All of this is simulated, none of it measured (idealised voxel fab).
The process module presented herein is designated voxel lift off.
The cross-section on display is named cut; it measures 285 nm wide, and its cells are 5 nm squares.
Cross-section layout: square cells on a grid; listed as bands, top to bottom; a band spans one or more cell rows. Heads up on the band format: heights come first, top then bottom, in nm. After that it's the materials left to right, each with its width in nm. A single material flagged "edge to edge" fills the whole band edge to edge, and "blank" means there's empty space there. It should be noted that heights are counted from 0, beneath which the wafer as supplied is of one material throughout, and that the lowest band possesses no lower boundary but continues downward, as written in "0 -> down". Read "30 to 40" as a graded width: first number on top, second number at the bottom, same change between each pair of neighbouring rows. Given "remained the same" for a step, no cell of the cross-section differs between before and after that step. For the entry "Cavities, sealed", the listed items are empty spaces with no open way to the top whose size is 8 cells or more; each item follows the pattern width x height at distance, where distance is from the left edge and all three are in nm. Step line, after settings: the simulator's comment on this step. overlay nm: step with mask; distance mask lay right of planned place; negative value = left of planned place.
-- These are the steps we planned for the process
step 1: RECEIVE,material Si
step 2: CONFORMAL_DEP,material SiO2,thk nm 10
step 3: PATTERN,tone open,mask id LINES,material resist,width nm 15,pitch nm 40,thk nm 20,overlay nm 0
step 4: DIRECTIONAL_DEP,material Ru,thk nm 5
step 5: STRIP,etch materials resist
step 6: CONFORMAL_DEP,material SiN,thk nm 10
Split variable: width nm, step 3. Plan value = first wafer. Wafers start alike.
-- As received, i.e. after step 1: cross-section through the first of several wafers
* 0 -> down: Si edge to edge
* Cavities, sealed: none
-- After the module's final step, step 6: the first of several wafers in cross-section
* 25 -> 20: 105 nm blank | 35 nm SiN | 5 nm blank | 35 nm SiN | 105 nm blank
* 20 -> 15: SiN edge to edge
* 15 -> 10: 115 nm SiN | 15 nm Ru | 25 nm SiN | 15 nm Ru | 115 nm SiN
* 10 -> 0: SiO2 edge to edge
* 0 -> down: Si edge to edge
* Cavities, sealed: none
-- The last wafer as seen in cross-section at the end of the module
* 25 -> 20: 100 nm blank | 85 nm SiN | 100 nm blank
* 20 -> 15: SiN edge to edge
* 15 -> 10: 110 nm SiN | 25 nm Ru | 15 nm SiN | 25 nm Ru | 110 nm SiN
* 10 -> 0: SiO2 edge to edge
* 0 -> down: Si edge to edge
* Cavities, sealed: none
-- Below, a row for every wafer. Read it as the end-of-module picture: for each material the wafer shows its cells gained (+) or lost (-) since it was received, and then its closed voids
width nm 15; +6 Ru; +122 SiN; +114 SiO2; Cavities, sealed: none
width nm 20; +8 Ru; +122 SiN; +114 SiO2; Cavities, sealed: none
width nm 25; +10 Ru; +121 SiN; +114 SiO2; Cavities, sealed: none
